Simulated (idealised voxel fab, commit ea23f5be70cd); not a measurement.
This section sets out a process module, namely voxel wiring stack.
270 nm wide, 5 nm square cells: that's cross-section cut.
Bands, listed from the top down, are how a cross-section gets written in this document; the cross-section itself is a grid of square cells, and a band is one or more rows of them.
Top, bottom (nm), then materials left to right with widths (nm); lone material tagged "edge to edge" fills the whole band edge to edge; "blank" = empty space.
Height datum 0, below which the as-received substrate wafer is one material. Lowest band open at the bottom, running downward: "0..down".
A width given as "30..40" starts at the first number in the band's top row and ends at the second number in its bottom row, shifting by an equal amount at every step from row to row.
Given "changes: none" for a step, no cell of the cross-section differs between before and after that step.
Basically, "Closed cavity list" tells you about the enclosed voids: empty spaces with no open way to the top, 8 cells or bigger, each written width x height at distance, where distance is from the left edge, all in nm.
Read whatever lies past the settings on a step's line as the simulator's own remark about the step.
The "overlay nm" setting may appear on a step's line; for a step that uses a mask, it gives how far to the right of its planned position the mask lay, and a negative value indicates the left.

Process steps foreseen in the plan
1: RECEIVE with material Si
2: CONFORMAL_DEP with material SiO2, thk nm 15
3: CONFORMAL_DEP with material SiCN, thk nm 5
4: DIRECTIONAL_DEP with material SiO2, thk nm 20
5: PATTERN with tone open, mask id METAL_1, material resist, width nm 25, pitch nm 45, thk nm 20, overlay nm 0
6: DIRECTIONAL_ETCH with etch materials SiO2, depth nm 20
7: DIRECTIONAL_ETCH with etch materials SiCN, depth nm 5
8: STRIP with etch materials resist
9: CONFORMAL_DEP with material TiN, thk nm 5
10: FILL_DEP with material Ru, thk nm 5
11: CMP with height nm 40
12: CONFORMAL_DEP with material SiCN, thk nm 5
13: DIRECTIONAL_DEP with material SiO2, thk nm 10
14: PATTERN with tone open, mask id PLUG_1, material resist, width nm 15, pitch nm 45, thk nm 20, overlay nm 0
15: DIRECTIONAL_ETCH with etch materials SiO2, depth nm 10
16: DIRECTIONAL_ETCH with etch materials SiCN, depth nm 5
17: STRIP with etch materials resist
18: EPI with material Ru, thk nm 10
19: EPI with material Ru, thk nm 5
20: CONFORMAL_DEP with material SiN, thk nm 5
21: DIRECTIONAL_DEP with material lowk, thk nm 20
22: PATTERN with tone open, mask id METAL_2, material resist, width nm 25, pitch nm 45, thk nm 20, overlay nm 0
23: DIRECTIONAL_ETCH with etch materials lowk, depth nm 20
24: DIRECTIONAL_ETCH with etch materials SiN, depth nm 5
25: STRIP with etch materials resist
26: CONFORMAL_DEP with material TiN, thk nm 5
27: FILL_DEP with material Cu, thk nm 5
28: CMP with height nm 80
29: CONFORMAL_DEP with material SiCN, thk nm 5
30: DIRECTIONAL_DEP with material lowk, thk nm 30
31: MASKED_ETCH with tone open, mask id METAL_3_HOLES, width nm 15, pitch nm 90, etch materials lowk, depth nm 30, overlay nm 0
32: DIRECTIONAL_DEP with material aC, thk nm 10
33: PATTERN with tone open, mask id METAL_3, material resist, width nm 25, pitch nm 45, thk nm 25, overlay nm 0
34: DIRECTIONAL_ETCH with etch materials aC, depth nm 10
35: STRIP with etch materials resist
36: DIRECTIONAL_ETCH with etch materials lowk, depth nm 15
37: DIRECTIONAL_ETCH with etch materials SiCN, depth nm 5
38: STRIP with etch materials aC
39: CONFORMAL_DEP with material TiN, thk nm 5
40: FILL_DEP with material Cu, thk nm 10
41: CMP with height nm 115
42: CONFORMAL_DEP with material SiN, thk nm 5

Cross-sectional view of the wafer in its as-received condition, corresponding to the state after step 1
* 0..down = Si edge to edge
* Closed cavity list: none

Final wafer profile in cross-section after the module, from the same start and plan as above, with one mistake made during processing
* 120..115 = SiN edge to edge
* 115..105 = lowk 55 / TiN 5 / Cu 15 / TiN 5 / lowk 20 / TiN 5 / Cu 15 / TiN 5 / lowk 20 / TiN 5 / Cu 15 / TiN 5 / lowk 20 / TiN 5 / Cu 15 / TiN 5 / lowk 55
* 105..100 = lowk 55 / TiN 5 / Cu 5 / TiN 15 / lowk 20 / TiN 25 / lowk 20 / TiN 5 / Cu 5 / TiN 15 / lowk 20 / TiN 25 / lowk 55
* 100..85 = lowk 55 / TiN 5 / Cu 5 / TiN 5 / lowk 75 / TiN 5 / Cu 5 / TiN 5 / lowk 110
* 85..80 = SiCN 55 / TiN 15 / SiCN 75 / TiN 15 / SiCN 110
* 80..60 = lowk 65 / TiN 5 / Cu 15 / TiN 5 / lowk 20 / TiN 5 / Cu 15 / TiN 5 / lowk 20 / TiN 5 / Cu 15 / TiN 5 / lowk 20 / TiN 5 / Cu 15 / TiN 5 / lowk 45
* 60..55 = SiN 65 / TiN 25 / SiN 20 / TiN 25 / SiN 20 / TiN 25 / SiN 20 / TiN 25 / SiN 45
* 55..45 = SiO2 55 / Ru 15 / SiO2 30 / Ru 15 / SiO2 30 / Ru 15 / SiO2 30 / Ru 15 / SiO2 65
* 45..40 = SiCN 55 / Ru 15 / SiCN 30 / Ru 15 / SiCN 30 / Ru 15 / SiCN 30 / Ru 15 / SiCN 65
* 40..20 = SiO2 55 / TiN 5 / Ru 15 / TiN 5 / SiO2 20 / TiN 5 / Ru 15 / TiN 5 / SiO2 20 / TiN 5 / Ru 15 / TiN 5 / SiO2 20 / TiN 5 / Ru 15 / TiN 5 / SiO2 55
* 20..15 = SiCN 55 / TiN 25 / SiCN 20 / TiN 25 / SiCN 20 / TiN 25 / SiCN 20 / TiN 25 / SiCN 55
* 15..0 = SiO2 edge to edge
* 0..down = Si edge to edge
* Closed cavity list: none
Here's what went sideways: step 22 was run on a setting that differed from the plan, and what really ran there is PATTERN with tone open, mask id METAL_2, material resist, width nm 25, pitch nm 45, thk nm 20, overlay nm 10
